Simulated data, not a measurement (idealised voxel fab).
Proc. module: voxel released beams
Each square cell in cross-section cut measures 5 nm, and the section as a whole is 245 nm wide.
Each cross-section below is a grid of square cells, stated as bands in top-down order, with one or more rows of cells making up each band. Basically the band line says how high the top is and how high the bottom is, in nm, and then what's in it from left to right, every material with its width in nm. Empty space shows up as "blank", and if a single material carries "all across" it runs the full band edge to edge. For the purposes of this specification, 0 denotes the height below which the wafer in its as-received condition is composed wholly of one material, and the lowermost band, lacking a lower limit, extends downward without end, as expressed in "0 and below". Note: "30..40" means the width goes from the first number (top row of the band) to the second number (bottom row) in equal steps per row of cells. Given "no alteration" for a step, no cell of the cross-section differs between before and after that step. "Enclosed cavities" - sealed voids, min. 8 cells, no opening to top; format: width x height at distance (distance from left edge; nm throughout). Where a step's line continues beyond its settings, the continuation is a remark by the simulator itself on that step. overlay nm: right-of-plan distance of the mask on a masked step; negative values mean left-of-plan.
## Listed below are the process steps as planned
1) op RECEIVE | material Si
2) op CONFORMAL_DEP | material SiN | thk nm 5
3) op DIRECTIONAL_DEP | material SiO2 | thk nm 10
4) op DIRECTIONAL_DEP | material aC | thk nm 15
5) op PATTERN | tone open | mask id ANCHOR | material resist | width nm 35 | thk nm 35 | overlay nm 0
6) op DIRECTIONAL_ETCH | etch materials aC | depth nm 15
7) op STRIP | etch materials resist
8) op DIRECTIONAL_ETCH | etch materials SiO2 | depth nm 10
9) op STRIP | etch materials aC
10) op CONFORMAL_DEP | material polySi | thk nm 15
11) op PATTERN | tone cover | mask id BEAM | material resist | width nm 110 | thk nm 15 | overlay nm 0
12) op DIRECTIONAL_ETCH | etch materials polySi | depth nm 15
13) op STRIP | etch materials resist
14) op STRIP | etch materials SiO2
## This is the cross-section of the wafer as we received it, i.e. after step 1
> 0 and below = Si all across
> Enclosed cavities: none
## first wafer at the end, as planned
> 30 down to 20 = 65 blank, then 20 polySi, then 5 blank, then 85 polySi, then 70 blank
> 20 down to 15 = 65 blank, then 110 polySi, then 70 blank
> 15 down to 5 = 70 blank, then 35 polySi, then 140 blank
> 5 down to 0 = SiN all across
> 0 and below = Si all across
> Enclosed cavities: none
## Same start, same plan as the first wafer - but one mistake in the run. Cross-section of the second of the two at the end of the module
> 25 down to 15 = 65 blank, then 20 polySi, then 5 blank, then 85 polySi, then 70 blank
> 15 down to 10 = 65 blank, then 110 polySi, then 70 blank
> 10 down to 0 = 70 blank, then 35 polySi, then 140 blank
> 0 and below = Si all across
> Enclosed cavities: none
In executing the process, a mistake was made relative to the plan: yeah, step 2 of the plan got skipped, never ran
Heads up, by the end the second wafer has more or fewer cells of some materials compared to the first: SiN -49
